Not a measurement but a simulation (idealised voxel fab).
This section sets out a process module, namely voxel capacitor over wiring.
The width of the displayed cross-section, cut, is 240 nm; its cells are square, with a size of 5 nm.
If you're reading a cross-section in this doc, picture square cells in a grid; it comes to you as bands, top ones listed first down to the bottom, and a band can be one or more rows of cells. This entry defines a band. It first specifies the height of the band's top and the height of its bottom in nm, and then specifies the band's materials from left to right, stating each material with its width in nm. The word "throughout" identifies a single material that fills the band from edge to edge, while the word "blank" identifies empty space. Note: height 0 marks the level under which the wafer is uniformly one material as received. Lowest band unbounded below, written "0 -> down". Note: "30->40" means the width goes from the first number (top row of the band) to the second number (bottom row) in equal steps per row of cells. No cell of the cross-section changed in a step that is given as "nothing different". Look at "Closed void table" for the closed voids: empty spaces with no open path to the top, sized 8 cells or up. Each is width x height at distance, distance from the left edge, all nm. What comes after the settings on a step's line is commentary from the simulator itself on that step. overlay nm: step with mask; distance mask lay right of planned place; negative value = left of planned place.

### Steps in the process plan
- 1: RECEIVE: material Si
- 2: CONFORMAL_DEP: material SiO2, thk nm 10
- 3: CONFORMAL_DEP: material SiCN, thk nm 5
- 4: DIRECTIONAL_DEP: material lowk, thk nm 15
- 5: MASKED_ETCH: tone open, mask id METAL_1, width nm 20, pitch nm 85, etch materials lowk, depth nm 15, overlay nm 0
- 6: MASKED_ETCH: tone open, mask id METAL_1, width nm 20, pitch nm 85, etch materials SiCN, depth nm 5, overlay nm 0
- 7: CONFORMAL_DEP: material TiN, thk nm 5
- 8: FILL_DEP: material Cu, thk nm 10
- 9: CMP: height nm 30
- 10: EPI: material Ru, thk nm 5
- 11: FILL_DEP: material SiCN, thk nm 5
- 12: DIRECTIONAL_DEP: material SiO2, thk nm 10
- 13: MASKED_ETCH: tone open, mask id PLUG_1, width nm 15, etch materials SiO2, depth nm 10, overlay nm 0
- 14: MASKED_ETCH: tone open, mask id PLUG_1, width nm 15, etch materials SiCN, depth nm 5, overlay nm 0
- 15: CONFORMAL_DEP: material TiN, thk nm 5
- 16: FILL_DEP: material Ru, thk nm 10
- 17: CMP: height nm 50
- 18: DIRECTIONAL_DEP: material TiN, thk nm 5
- 19: DIRECTIONAL_DEP: material Al2O3, thk nm 5
- 20: DIRECTIONAL_DEP: material TiN, thk nm 5
- 21: PATTERN: tone cover, mask id UPPER_PLATE, material resist, width nm 70, thk nm 20, overlay nm 0
- 22: DIRECTIONAL_ETCH: etch materials TiN, depth nm 5
- 23: DIRECTIONAL_ETCH: etch materials Al2O3, depth nm 5
- 24: STRIP: etch materials resist
- 25: MASKED_ETCH: tone cover, mask id LOWER_PLATE, width nm 80, etch materials TiN, depth nm 5, overlay nm 0
- 26: FILL_DEP: material SiO2, thk nm 20
- 27: CMP: height nm 80
- 28: PATTERN: tone open, mask id PLUG_2, material resist, width nm 15, thk nm 20, overlay nm 0
- 29: DIRECTIONAL_ETCH: etch materials SiO2, depth nm 15
- 30: STRIP: etch materials resist
- 31: CONFORMAL_DEP: material TiN, thk nm 5
- 32: FILL_DEP: material Ru, thk nm 5
- 33: CMP: height nm 80
- 34: CONFORMAL_DEP: material SiN, thk nm 5

### Cross-section of the incoming wafer, state after step 1
- 0 -> down  Si throughout
- Closed void table: none

### The first of two wafers, cross-sectioned at the end of the module, with the run proceeding as planned
- 85 -> 80  SiN throughout
- 80 -> 70  SiO2 80; TiN 5; Ru 5; TiN 5; SiO2 145
- 70 -> 60  SiO2 80->70; TiN 15->70; SiO2 145->100
- 60 -> 55  SiO2 70; Al2O3 70; SiO2 100
- 55 -> 50  SiO2 65; TiN 80; SiO2 95
- 50 -> 40  SiO2 70; TiN 5; Ru 5; TiN 5; SiO2 155
- 40 -> 35  SiCN 70; TiN 15; SiCN 155
- 35 -> 30  SiCN 60; Ru 30; SiCN 55; Ru 30; SiCN 65
- 30 -> 15  lowk 65; TiN 5; Cu 10; TiN 5; lowk 65; TiN 5; Cu 10; TiN 5; lowk 70
- 15 -> 10  SiCN 65; TiN 20; SiCN 65; TiN 20; SiCN 70
- 10 -> 0  SiO2 throughout
- 0 -> down  Si throughout
- Closed void table: none

### Cross-section, wafer two of two, end of module: same start and plan as wafer one, one error in execution
- 85 -> 80  SiN throughout
- 80 -> 70  SiO2 80; TiN 5; Ru 5; TiN 5; SiO2 145
- 70 -> 60  SiO2 80->70; TiN 15->70; SiO2 145->100
- 60 -> 55  SiO2 70; Al2O3 70; SiO2 100
- 55 -> 50  SiO2 65; TiN 80; SiO2 95
- 50 -> 40  SiO2 70; TiN 5; Ru 5; TiN 5; SiO2 155
- 40 -> 35  SiCN 70; TiN 15; SiCN 155
- 35 -> 30  SiCN 50; Ru 30; SiCN 55; Ru 30; SiCN 75
- 30 -> 20  lowk 55; TiN 5; Cu 10; TiN 5; lowk 65; TiN 5; Cu 10; TiN 5; lowk 80
- 20 -> 15  lowk 55; TiN 20; lowk 65; TiN 20; lowk 80
- 15 -> 10  SiCN 65; TiN 10; SiCN 75; TiN 10; SiCN 80
- 10 -> 0  SiO2 throughout
- 0 -> down  Si throughout
- Closed void table: none
Plan not followed: the process deviated at step 5: the operation and settings actually run there were MASKED_ETCH: tone open, mask id METAL_1, width nm 20, pitch nm 85, etch materials lowk, depth nm 15, overlay nm -10
Cell-count delta at end, second wafer over first, by material: 4 fewer of Cu; 4 more of SiCN
